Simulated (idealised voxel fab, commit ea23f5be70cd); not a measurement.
The process module that follows is named voxel capacitor over wiring.
We display cut, a cross-section 290 nm in width whose square cells are each 5 nm.
Square cells in a grid make up a cross-section in this document, and the grid is given as bands, listed from the top down, each one or more rows of cells. It is stipulated that each band's entry specify, in nanometres, the height of the top of the band and then that of its bottom, followed by the materials of the band in left-to-right sequence, each together with its width in nanometres. A single material marked by the word "edge to edge" is understood to fill the band from edge to edge; the word "air" is understood to denote empty space. It should be noted that heights are counted from 0, beneath which the wafer as supplied is of one material throughout, and that the lowest band possesses no lower boundary but continues downward, as written in "top 0, no bottom". With a width like "30->40", each row of cells in the band differs from the next by the same amount, the top row carrying the first number and the bottom row the second. For the purposes of this document, the phrase "remained the same" attached to a step denotes that no cell within the cross-section was modified by that step. "Closed void inventory" lists enclosed empty spaces (at least 8 cells, no open path upward to the top), each as width x height at distance from the left edge, in nm. Text after the settings on a step's line: the simulator's own remark on that step. When a step includes a mask, the "overlay nm" setting on its line states how far to the right of its planned place that mask lay, and negative values state how far to the left.
**Steps in the process plan**
1) RECEIVE: material Si
2) CONFORMAL_DEP: material SiO2, thk nm 15
3) CONFORMAL_DEP: material SiN, thk nm 5
4) DIRECTIONAL_DEP: material lowk, thk nm 25
5) DIRECTIONAL_DEP: material aC, thk nm 10
6) PATTERN: tone open, mask id METAL_1, material resist, width nm 30, pitch nm 85, thk nm 30, overlay nm 0
7) DIRECTIONAL_ETCH: etch materials aC, depth nm 10
8) STRIP: etch materials resist
9) DIRECTIONAL_ETCH: etch materials lowk, depth nm 25
10) DIRECTIONAL_ETCH: etch materials SiN, depth nm 5
11) STRIP: etch materials aC
12) CONFORMAL_DEP: material TiN, thk nm 5
13) FILL_DEP: material W, thk nm 5
14) CMP: height nm 45
15) CONFORMAL_DEP: material SiCN, thk nm 5
16) DIRECTIONAL_DEP: material SiO2, thk nm 15
17) MASKED_ETCH: tone open, mask id PLUG_1, width nm 15, etch materials SiO2, depth nm 15, overlay nm 0
18) MASKED_ETCH: tone open, mask id PLUG_1, width nm 15, etch materials SiCN, depth nm 5, overlay nm 0
19) EPI: material Ru, thk nm 10
20) EPI: material Ru, thk nm 10
21) DIRECTIONAL_DEP: material TiN, thk nm 5
22) DIRECTIONAL_DEP: material HfO2, thk nm 5
23) DIRECTIONAL_DEP: material TiN, thk nm 10
24) MASKED_ETCH: tone cover, mask id UPPER_PLATE, width nm 60, etch materials TiN, depth nm 10, overlay nm 0
25) MASKED_ETCH: tone cover, mask id UPPER_PLATE, width nm 60, etch materials HfO2, depth nm 5, overlay nm 0
26) DIRECTIONAL_DEP: material aC, thk nm 10
27) PATTERN: tone cover, mask id LOWER_PLATE, material resist, width nm 70, thk nm 25, overlay nm 0
28) DIRECTIONAL_ETCH: etch materials aC, depth nm 10
29) STRIP: etch materials resist
30) DIRECTIONAL_ETCH: etch materials TiN, depth nm 5
31) STRIP: etch materials aC
32) FILL_DEP: material SiO2, thk nm 20
33) CMP: height nm 100
34) DIRECTIONAL_DEP: material aC, thk nm 15
35) PATTERN: tone open, mask id PLUG_2, material resist, width nm 15, thk nm 30, overlay nm 0
36) DIRECTIONAL_ETCH: etch materials aC, depth nm 15
37) STRIP: etch materials resist
38) DIRECTIONAL_ETCH: etch materials SiO2, depth nm 15
39) STRIP: etch materials aC
40) CONFORMAL_DEP: material TiN, thk nm 5
41) FILL_DEP: material Cu, thk nm 5
42) CMP: height nm 100
43) CONFORMAL_DEP: material SiN, thk nm 5
**Incoming wafer, cross-sectional view, post step 1**
	top 0, no bottom | Si edge to edge
	Closed void inventory: none
**First wafer of two, sectioned at end of module; run went per plan**
	top 105, bottom 100 | SiN edge to edge
	top 100, bottom 90 | 110 of SiO2, 5 of TiN, 5 of Cu, 5 of TiN, 165 of SiO2
	top 90, bottom 85 | 110 of SiO2, 15 of TiN, 165 of SiO2
	top 85, bottom 75 | 100 of SiO2, 60 of TiN, 130 of SiO2
	top 75, bottom 70 | 100 of SiO2, 60 of HfO2, 130 of SiO2
	top 70, bottom 65 | 95 of SiO2, 70 of TiN, 125 of SiO2
	top 65, bottom 50 | 100 of SiO2, 15 of Ru, 175 of SiO2
	top 50, bottom 45 | 100 of SiCN, 15 of Ru, 175 of SiCN
	top 45, bottom 20 | 85 of lowk, 5 of TiN, 20 of W, 5 of TiN, 55 of lowk, 5 of TiN, 20 of W, 5 of TiN, 90 of lowk
	top 20, bottom 15 | 85 of SiN, 30 of TiN, 55 of SiN, 30 of TiN, 90 of SiN
	top 15, bottom 0 | SiO2 edge to edge
	top 0, no bottom | Si edge to edge
	Closed void inventory: none
**Wafer two (of two), end-of-module cross-section: start = wafer one, plan = wafer one, one run mistake**
	top 105, bottom 100 | SiN edge to edge
	top 100, bottom 95 | 110 of SiO2, 15 of TiN, 165 of SiO2
	top 95, bottom 85 | 100 of SiO2, 25 of TiN, 165 of SiO2
	top 85, bottom 80 | 100 of SiO2, 25 of HfO2, 35 of TiN, 130 of SiO2
	top 80, bottom 75 | 95 of SiO2, 65 of TiN, 130 of SiO2
	top 75, bottom 70 | 90 of SiO2, 35 of Ru, 35 of HfO2, 130 of SiO2
	top 70, bottom 65 | 90 of SiO2, 35 of Ru, 40 of TiN, 125 of SiO2
	top 65, bottom 50 | 100 of SiO2, 15 of Ru, 175 of SiO2
	top 50, bottom 45 | 100 of SiCN, 15 of Ru, 175 of SiCN
	top 45, bottom 20 | 85 of lowk, 5 of TiN, 20 of W, 5 of TiN, 55 of lowk, 5 of TiN, 20 of W, 5 of TiN, 90 of lowk
	top 20, bottom 15 | 85 of SiN, 30 of TiN, 55 of SiN, 30 of TiN, 90 of SiN
	top 15, bottom 0 | SiO2 edge to edge
	top 0, no bottom | Si edge to edge
	Closed void inventory: none
Want to know what went wrong? one of the identical process steps 19 and 20 has been performed twice, and it is not possible to determine which
at the end the second wafer has, in cells: 2 fewer of Cu | 14 more of Ru | 8 fewer of SiO2 | 4 fewer of TiN
